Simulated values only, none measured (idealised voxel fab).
The process module that follows is named voxel ribs on slabs.
FYI the section here is cut, 140 nm wide, cells are 5 nm squares.
Square cells in a grid make up a cross-section in this document, and the grid is given as bands, listed from the top down, each one or more rows of cells. Band: top and bottom heights (nm) first, top before bottom; then materials from left to right, widths in nm. "all across" marks a sole material filling the band edge to edge. "air" denotes empty space. Heights are reckoned from 0. Under this level, the received wafer is all of one material. The bottommost band is open-ended downward, for example "z 0 and below". Width "30..40": first value at the band's top row of cells, second value at its bottom row, equal change from row to row. For the purposes of this document, the phrase "all unchanged" attached to a step denotes that no cell within the cross-section was modified by that step. What "Entrapped voids" gives you is every empty space of 8 cells or more that is cut off from the top. Each appears as width x height at distance, with the distance taken from the left edge and width, height and distance all in nm. On each step's line, the part that comes after the settings is the simulator's own comment on the step. A step line may carry the setting "overlay nm", which, for steps involving a mask, states the distance by which the mask lay to the right of its intended position; negative values denote displacement to the left.
[Process steps foreseen in the plan]
1) RECEIVE [material Si]
2) DIRECTIONAL_DEP [material SiO2] [thk nm 20]
3) DIRECTIONAL_DEP [material SiN] [thk nm 20]
4) PATTERN [tone cover] [mask id RIB] [material resist] [width nm 25] [thk nm 15] [overlay nm 0]
5) DIRECTIONAL_ETCH [etch materials SiN] [depth nm 15]
6) STRIP [etch materials resist]
7) MASKED_ETCH [tone cover] [mask id SLAB] [width nm 55] [etch materials SiN] [depth nm 5] [overlay nm 0]
8) FILL_DEP [material SiO2] [thk nm 15]
9) CMP [height nm 50]
10) DIRECTIONAL_DEP [material TiN] [thk nm 5]
11) DIRECTIONAL_DEP [material aC] [thk nm 15]
12) PATTERN [tone cover] [mask id HEATER] [material resist] [width nm 35] [thk nm 35] [overlay nm 0]
13) DIRECTIONAL_ETCH [etch materials aC] [depth nm 15]
14) STRIP [etch materials resist]
15) DIRECTIONAL_ETCH [etch materials TiN] [depth nm 5]
16) STRIP [etch materials aC]
17) CONFORMAL_DEP [material SiN] [thk nm 10]
[First of two wafers, processed according to plan]
[Incoming wafer, cross-sectional view, post step 1]
  z 0 and below | Si all across
  Entrapped voids: none
[Wafer section view after processing step 2]
  z 20 to 0 | SiO2 all across
  Under the height 0 nothing was changed.
[Wafer section view after processing step 3]
  z 40 to 20 | SiN all across
  Under the height 20 nothing was changed.
[Wafer section view after processing step 4]
  z 55 to 40 | 55 nm air; 25 nm resist; 60 nm air
  Under the height 40 nothing was changed.
[Wafer section view after processing step 5]
  z 55 to 40 | 55 nm air; 25 nm resist; 60 nm air
  z 40 to 25 | 55 nm air; 25 nm SiN; 60 nm air
  Under the height 25 nothing was changed.
[Wafer section view after processing step 6]
  z 40 to 25 | 55 nm air; 25 nm SiN; 60 nm air
  Under the height 25 nothing was changed.
[Wafer section view after processing step 7]
  z 40 to 25 | 55 nm air; 25 nm SiN; 60 nm air
  z 25 to 20 | 40 nm air; 55 nm SiN; 45 nm air
  Under the height 20 nothing was changed.
[Wafer section view after processing step 8]
  z 55 to 40 | SiO2 all across
  z 40 to 25 | 55 nm SiO2; 25 nm SiN; 60 nm SiO2
  z 25 to 20 | 40 nm SiO2; 55 nm SiN; 45 nm SiO2
  Under the height 20 nothing was changed.
[Wafer section view after processing step 9]
  z 50 to 40 | SiO2 all across
  Under the height 40 nothing was changed.
[Wafer section view after processing step 10]
  z 55 to 50 | TiN all across
  Under the height 50 nothing was changed.
[Wafer section view after processing step 11]
  z 70 to 55 | aC all across
  Under the height 55 nothing was changed.
[Wafer section view after processing step 12]
  z 105 to 70 | 50 nm air; 35 nm resist; 55 nm air
  Under the height 70 nothing was changed.
[Wafer section view after processing step 13]
  z 90 to 70 | 50 nm air; 35 nm resist; 55 nm air
  z 70 to 55 | 50 nm air; 35 nm aC; 55 nm air
  Under the height 55 nothing was changed.
[Wafer section view after processing step 14]
  z 70 to 55 | 50 nm air; 35 nm aC; 55 nm air
  Under the height 55 nothing was changed.
[Wafer section view after processing step 15]
  z 70 to 55 | 50 nm air; 35 nm aC; 55 nm air
  z 55 to 50 | 50 nm air; 35 nm TiN; 55 nm air
  Under the height 50 nothing was changed.
[Wafer section view after processing step 16]
  z 55 to 50 | 50 nm air; 35 nm TiN; 55 nm air
  Under the height 50 nothing was changed.
[Wafer section view after processing step 17]
  z 65 to 60 | 40 nm air; 55 nm SiN; 45 nm air
  z 60 to 55 | SiN all across
  z 55 to 50 | 50 nm SiN; 35 nm TiN; 55 nm SiN
  Under the height 50 nothing was changed.
[The Second Wafer: Common Origin and Plan, One Mistake in Execution, Identical to the First Through Step 1]
[What the second wafer looks like in cross-section when step 2 should have wrapped up]
  z 30 to 0 | SiO2 all across
  Under the height 0 nothing was changed.
[What the second wafer looks like in cross-section when step 3 should have wrapped up]
  z 50 to 30 | SiN all across
  Under the height 30 nothing was changed.
[What the second wafer looks like in cross-section when step 4 should have wrapped up]
  z 65 to 50 | 55 nm air; 25 nm resist; 60 nm air
  Under the height 50 nothing was changed.
[What the second wafer looks like in cross-section when step 5 should have wrapped up]
  z 65 to 50 | 55 nm air; 25 nm resist; 60 nm air
  z 50 to 35 | 55 nm air; 25 nm SiN; 60 nm air
  Under the height 35 nothing was changed.
[What the second wafer looks like in cross-section when step 6 should have wrapped up]
  z 50 to 35 | 55 nm air; 25 nm SiN; 60 nm air
  Under the height 35 nothing was changed.
[What the second wafer looks like in cross-section when step 7 should have wrapped up]
  z 50 to 35 | 55 nm air; 25 nm SiN; 60 nm air
  z 35 to 30 | 40 nm air; 55 nm SiN; 45 nm air
  Under the height 30 nothing was changed.
[What the second wafer looks like in cross-section when step 8 should have wrapped up]
  z 65 to 50 | SiO2 all across
  z 50 to 35 | 55 nm SiO2; 25 nm SiN; 60 nm SiO2
  z 35 to 30 | 40 nm SiO2; 55 nm SiN; 45 nm SiO2
  Under the height 30 nothing was changed.
[What the second wafer looks like in cross-section when step 9 should have wrapped up]
  z 50 to 35 | 55 nm SiO2; 25 nm SiN; 60 nm SiO2
  Under the height 35 nothing was changed.
[What the second wafer looks like in cross-section when step 10 should have wrapped up]
  z 55 to 50 | TiN all across
  Under the height 50 nothing was changed.
[What the second wafer looks like in cross-section when step 11 should have wrapped up]
  z 70 to 55 | aC all across
  Under the height 55 nothing was changed.
[What the second wafer looks like in cross-section when step 12 should have wrapped up]
  z 105 to 70 | 50 nm air; 35 nm resist; 55 nm air
  Under the height 70 nothing was changed.
[What the second wafer looks like in cross-section when step 13 should have wrapped up]
  z 90 to 70 | 50 nm air; 35 nm resist; 55 nm air
  z 70 to 55 | 50 nm air; 35 nm aC; 55 nm air
  Under the height 55 nothing was changed.
[What the second wafer looks like in cross-section when step 14 should have wrapped up]
  z 70 to 55 | 50 nm air; 35 nm aC; 55 nm air
  Under the height 55 nothing was changed.
[What the second wafer looks like in cross-section when step 15 should have wrapped up]
  z 70 to 55 | 50 nm air; 35 nm aC; 55 nm air
  z 55 to 50 | 50 nm air; 35 nm TiN; 55 nm air
  Under the height 50 nothing was changed.
[What the second wafer looks like in cross-section when step 16 should have wrapped up]
  z 55 to 50 | 50 nm air; 35 nm TiN; 55 nm air
  Under the height 50 nothing was changed.
[What the second wafer looks like in cross-section when step 17 should have wrapped up]
  z 65 to 60 | 40 nm air; 55 nm SiN; 45 nm air
  z 60 to 55 | SiN all across
  z 55 to 50 | 50 nm SiN; 35 nm TiN; 55 nm SiN
  Under the height 50 nothing was changed.
Finding, execution versus plan: step 2 ran with different settings than intended, the actual operation and settings being DIRECTIONAL_DEP [material SiO2] [thk nm 30]
The two final wafers agree on how many cells each material fills and disagree on which cells those are.
